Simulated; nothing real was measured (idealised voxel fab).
process module | voxel self aligned vias
cross-section cut | 170 nm wide | cells 5 nm
A cross-section is a grid of square cells, given in bands from the top down. A band is one or more rows of cells.
Each band's line starts with the height of the band's top and of its bottom, in nm. Then come its materials from left to right, each with its width in nm. One material with "throughout" fills the band from edge to edge. "air" is empty space.
Height 0 is the level under which the wafer as received is all one material. The lowest band goes on downwards, as in "0 down".
A width such as "30 to 40" changes by the same amount from each row of cells to the next, from the band's top row to its bottom row.
"no change" after a step means that no cell of the cross-section changed.
closed voids: empty space of 8 cells or more with no open way to the top, each as width x height at its distance from the left edge, in nm
after a step's settings: what the simulator itself notes on the step
overlay nm, on a step with a mask: how far to the right of its planned place the mask lay; to the left if negative
plan
1 op RECEIVE | material Si
2 op CONFORMAL_DEP | material SiO2 | thk nm 10
3 op CONFORMAL_DEP | material SiCN | thk nm 5
4 op DIRECTIONAL_DEP | material lowk | thk nm 20
5 op MASKED_ETCH | tone open | mask id LINES | width nm 20 | pitch nm 70 | etch materials lowk | depth nm 20 | overlay nm 0
6 op CONFORMAL_DEP | material TiN | thk nm 5
7 op FILL_DEP | material Ru | thk nm 5
8 op CMP | height nm 35
9 op SELECTIVE_ETCH | etch materials W Ru TiN | depth nm 10
10 op FILL_DEP | material SiN | thk nm 10
11 op CMP | height nm 35
12 op DIRECTIONAL_DEP | material lowk | thk nm 15
13 op DIRECTIONAL_DEP | material aC | thk nm 10
14 op PATTERN | tone open | mask id VIAS | material resist | width nm 40 | pitch nm 70 | thk nm 25 | overlay nm 0
15 op DIRECTIONAL_ETCH | etch materials aC | depth nm 10
16 op STRIP | etch materials resist
17 op DIRECTIONAL_ETCH | etch materials lowk | depth nm 15
18 op DIRECTIONAL_ETCH | etch materials SiN | depth nm 10
19 op STRIP | etch materials aC
20 op CONFORMAL_DEP | material TiN | thk nm 5
21 op FILL_DEP | material W | thk nm 10
22 op CMP | height nm 50
23 op CONFORMAL_DEP | material SiCN | thk nm 5
as received, after step 1
  0 down: Si throughout
  closed voids: none
first wafer at the end, as planned
  55 to 50: SiCN throughout
  50 to 40: lowk 30 | TiN 5 | W 30 | TiN 5 | lowk 30 | TiN 5 | W 30 | TiN 5 | lowk 30
  40 to 30: lowk 30 to 40 | TiN 15 to 5 | W 10 | TiN 15 to 5 | lowk 30 to 50 | TiN 15 to 5 | W 10 | TiN 15 to 5 | lowk 30 to 40
  30 to 25: lowk 40 | TiN 20 | lowk 50 | TiN 20 | lowk 40
  25 to 20: lowk 40 | TiN 5 | Ru 10 | TiN 5 | lowk 50 | TiN 5 | Ru 10 | TiN 5 | lowk 40
  20 to 15: lowk 40 | TiN 20 | lowk 50 | TiN 20 | lowk 40
  15 to 10: SiCN throughout
  10 to 0: SiO2 throughout
  0 down: Si throughout
  closed voids: none
second wafer at the end: like start, like plan, one mistake
  55 to 50: SiCN throughout
  50 to 40: lowk 40 | TiN 5 | W 30 | TiN 5 | lowk 30 | TiN 5 | W 30 | TiN 5 | lowk 20
  40 to 30: lowk 40 | TiN 5 | W 10 | TiN 25 to 5 | lowk 30 to 50 | TiN 5 | W 10 | TiN 25 to 5 | lowk 20 to 40
  30 to 25: lowk 40 | TiN 20 | lowk 50 | TiN 20 | lowk 40
  25 to 20: lowk 40 | TiN 5 | Ru 10 | TiN 5 | lowk 50 | TiN 5 | Ru 10 | TiN 5 | lowk 40
  20 to 15: lowk 40 | TiN 20 | lowk 50 | TiN 20 | lowk 40
  15 to 10: SiCN throughout
  10 to 0: SiO2 throughout
  0 down: Si throughout
  closed voids: none
what went wrong: step 14 ran as: op PATTERN | tone open | mask id VIAS | material resist | width nm 40 | pitch nm 70 | thk nm 25 | overlay nm 10
at the end the second wafer has, in cells: as many of each material as the first, in other places
